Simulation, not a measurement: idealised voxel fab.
voxel plated lines: a process module
Cross-section cut spans 190 nm and uses square cells 5 nm in size.
Cross-section, as written here: a square-cell grid given band by band from the top down, where a band holds one or more rows of cells. For a band, the entry starts with two heights in nm, that of the top and then that of the bottom, and carries on with the band's materials in order from left to right, each alongside its width in nm; the word "throughout" beside a single material means it fills the band edge to edge, and "air" means empty space. Below 0: as-received wafer, all one material; heights counted from there. Lowest band: no bottom, goes on down, written "0 -> down". When a width is written as two numbers, as in "30->40", the first number is the width in the top row of cells of the band and the second is the width in its bottom row, and the width changes by the same amount from each row to the next. Given "stayed the same" for a step, no cell of the cross-section differs between before and after that step. The label "Voids, sealed" introduces a list of the empty spaces, 8 cells or larger, that have no open way up to the top; each entry in it reads width x height at distance, where the distance is taken from the left edge and all three are stated in nm. On each step's line, the part that comes after the settings is the simulator's own comment on the step. "overlay nm", when on a step's line for a step with a mask, measures how far to the right of its planned place the mask lay; a negative measure means to the left.
-- Intended process steps
step 1: RECEIVE [material Si]
step 2: CONFORMAL_DEP [material Al2O3] [thk nm 5]
step 3: DIRECTIONAL_DEP [material TiN] [thk nm 5]
step 4: PATTERN [tone open] [mask id LINES] [material resist] [width nm 20] [pitch nm 35] [thk nm 15] [overlay nm 0]
step 5: EPI [material Ru] [thk nm 5]
step 6: STRIP [etch materials resist]
step 7: DIRECTIONAL_ETCH [etch materials TiN] [depth nm 5]
step 8: CONFORMAL_DEP [material SiN] [thk nm 10]
-- Cross-section of the wafer as it came to us, i.e., already through step 1
  0 -> down  Si throughout
  Voids, sealed: none
-- The first of the two wafers as seen in cross-section once the module was finished; processing followed the plan
  25 -> 15  air 20, SiN 145, air 25
  15 -> 10  SiN 30, Ru 20, SiN 15, Ru 20, SiN 15, Ru 20, SiN 15, Ru 20, SiN 35
  10 -> 5  SiN 30, TiN 20, SiN 15, TiN 20, SiN 15, TiN 20, SiN 15, TiN 20, SiN 35
  5 -> 0  Al2O3 throughout
  0 -> down  Si throughout
  Voids, sealed: none
-- Second of two wafers, module complete, sectioned: it shares the first wafer's start and plan but was run with one mistake
  35 -> 25  air 20, SiN 145, air 25
  25 -> 20  SiN 30, Ru 20, SiN 15, Ru 20, SiN 15, Ru 20, SiN 15, Ru 20, SiN 35
  20 -> 15  SiN 30, TiN 20, SiN 15, TiN 20, SiN 15, TiN 20, SiN 15, TiN 20, SiN 35
  15 -> 5  TiN throughout
  5 -> 0  Al2O3 throughout
  0 -> down  Si throughout
  Voids, sealed: none
It is concluded that the wafer was processed incorrectly with respect to the plan, in that step 3 was processed under conditions differing from the plan, specifically as DIRECTIONAL_DEP [material TiN] [thk nm 15]
The second wafer ends with more or fewer cells of some materials than the first, per final count: TiN +76
